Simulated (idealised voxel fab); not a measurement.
A process module follows: voxel wiring stack.
Pictured: cross-section cut, 295 nm wide, on a grid of 5 nm square cells.
A cross-section is a grid of square cells, given in bands from the top down. A band is one or more rows of cells. Band: top height; bottom height; in nm. Then, left to right: material with width in nm, for each material. "everywhere": a single material spanning edge to edge. "blank": empty space. Height 0 is the level under which the wafer as received is all one material. The lowest band goes on downwards, as in "top 0, no bottom". The two numbers in a width such as "30->40" mark its ends across the band: the first belongs to the top row of cells, the second to the bottom row, and from each row to the next the width moves by the same amount. "no change" means the step left every cell of the cross-section as it was. The entry titled "Fully sealed cavities" provides the empty spaces that have no open way to the top, restricted to those of 8 cells or more. Each is presented as width x height at distance, the distance being measured from the left edge, with all three in nm. If you see something after the settings on a step's line, that's the simulator's own remark about that step. What "overlay nm" on a step's line means: if the step has a mask, that mask lay this far to the right of its planned place, or, when the value is negative, to the left.

The process steps that were planned are listed below
step 1: RECEIVE [material Si]
step 2: CONFORMAL_DEP [material SiO2] [thk nm 10]
step 3: DIRECTIONAL_DEP [material TiN] [thk nm 5]
step 4: DIRECTIONAL_DEP [material Ru] [thk nm 25]
step 5: MASKED_ETCH [tone cover] [mask id METAL_1] [width nm 30] [pitch nm 55] [etch materials Ru] [depth nm 25] [overlay nm 0]
step 6: MASKED_ETCH [tone cover] [mask id METAL_1] [width nm 30] [pitch nm 55] [etch materials TiN] [depth nm 5] [overlay nm 0]
step 7: FILL_DEP [material SiO2] [thk nm 10]
step 8: CMP [height nm 40]
step 9: CONFORMAL_DEP [material SiCN] [thk nm 5]
step 10: DIRECTIONAL_DEP [material lowk] [thk nm 20]
step 11: PATTERN [tone open] [mask id PLUG_1] [material resist] [width nm 15] [pitch nm 110] [thk nm 20] [overlay nm 0]
step 12: DIRECTIONAL_ETCH [etch materials lowk] [depth nm 20]
step 13: DIRECTIONAL_ETCH [etch materials SiCN] [depth nm 5]
step 14: STRIP [etch materials resist]
step 15: EPI [material Ru] [thk nm 10]
step 16: EPI [material Ru] [thk nm 10]
step 17: EPI [material Ru] [thk nm 5]
step 18: DIRECTIONAL_DEP [material TiN] [thk nm 5]
step 19: DIRECTIONAL_DEP [material W] [thk nm 20]
step 20: DIRECTIONAL_DEP [material aC] [thk nm 15]
step 21: PATTERN [tone cover] [mask id METAL_2] [material resist] [width nm 30] [pitch nm 55] [thk nm 35] [overlay nm 0]
step 22: DIRECTIONAL_ETCH [etch materials aC] [depth nm 15]
step 23: STRIP [etch materials resist]
step 24: DIRECTIONAL_ETCH [etch materials W] [depth nm 20]
step 25: DIRECTIONAL_ETCH [etch materials TiN] [depth nm 5]
step 26: STRIP [etch materials aC]
step 27: FILL_DEP [material SiO2] [thk nm 5]
step 28: CMP [height nm 90]
step 29: CONFORMAL_DEP [material SiCN] [thk nm 5]

Received-state cross-section, reflecting completion of step 1
top 0, no bottom = Si everywhere
Fully sealed cavities: none

Here's the cross-section of the first of our two wafers at the end of the module - it ran as planned
top 95, bottom 90 = SiCN everywhere
top 90, bottom 70 = 75 nm SiO2 / 30 nm W / 25 nm SiO2 / 30 nm W / 25 nm SiO2 / 30 nm W / 80 nm SiO2
top 70, bottom 65 = 75 nm SiO2 / 30 nm TiN / 25 nm SiO2 / 30 nm TiN / 25 nm SiO2 / 30 nm TiN / 80 nm SiO2
top 65, bottom 45 = 75 nm lowk / 15 nm Ru / 95 nm lowk / 15 nm Ru / 95 nm lowk
top 45, bottom 40 = 75 nm SiCN / 15 nm Ru / 95 nm SiCN / 15 nm Ru / 95 nm SiCN
top 40, bottom 15 = 75 nm SiO2 / 30 nm Ru / 25 nm SiO2 / 30 nm Ru / 25 nm SiO2 / 30 nm Ru / 80 nm SiO2
top 15, bottom 10 = 75 nm SiO2 / 30 nm TiN / 25 nm SiO2 / 30 nm TiN / 25 nm SiO2 / 30 nm TiN / 80 nm SiO2
top 10, bottom 0 = SiO2 everywhere
top 0, no bottom = Si everywhere
Fully sealed cavities: none

Cross-sectional view: second of two wafers, end of module; start and plan identical to the first, one mistake in running
top 95, bottom 90 = SiCN everywhere
top 90, bottom 70 = 75 nm SiO2 / 30 nm W / 25 nm SiO2 / 30 nm W / 25 nm SiO2 / 30 nm W / 80 nm SiO2
top 70, bottom 65 = 75 nm SiO2 / 30 nm TiN / 25 nm SiO2 / 30 nm TiN / 25 nm SiO2 / 30 nm TiN / 80 nm SiO2
top 65, bottom 45 = 75 nm lowk / 15 nm Ru / 95 nm lowk / 15 nm Ru / 95 nm lowk
top 45, bottom 40 = 75 nm SiCN / 15 nm Ru / 95 nm SiCN / 15 nm Ru / 95 nm SiCN
top 40, bottom 15 = 70 nm SiO2 / 30 nm Ru / 25 nm SiO2 / 30 nm Ru / 25 nm SiO2 / 30 nm Ru / 85 nm SiO2
top 15, bottom 10 = 70 nm SiO2 / 35 nm TiN / 20 nm SiO2 / 35 nm TiN / 20 nm SiO2 / 35 nm TiN / 80 nm SiO2
top 10, bottom 0 = SiO2 everywhere
top 0, no bottom = Si everywhere
Fully sealed cavities: none
What was done differently from what was planned? step 5 did not happen as planned, as run it was MASKED_ETCH [tone cover] [mask id METAL_1] [width nm 30] [pitch nm 55] [etch materials Ru] [depth nm 25] [overlay nm -5]
The closing comparison, in cells, has the second wafer with more or fewer of some materials than the first: -3 SiO2, +3 TiN
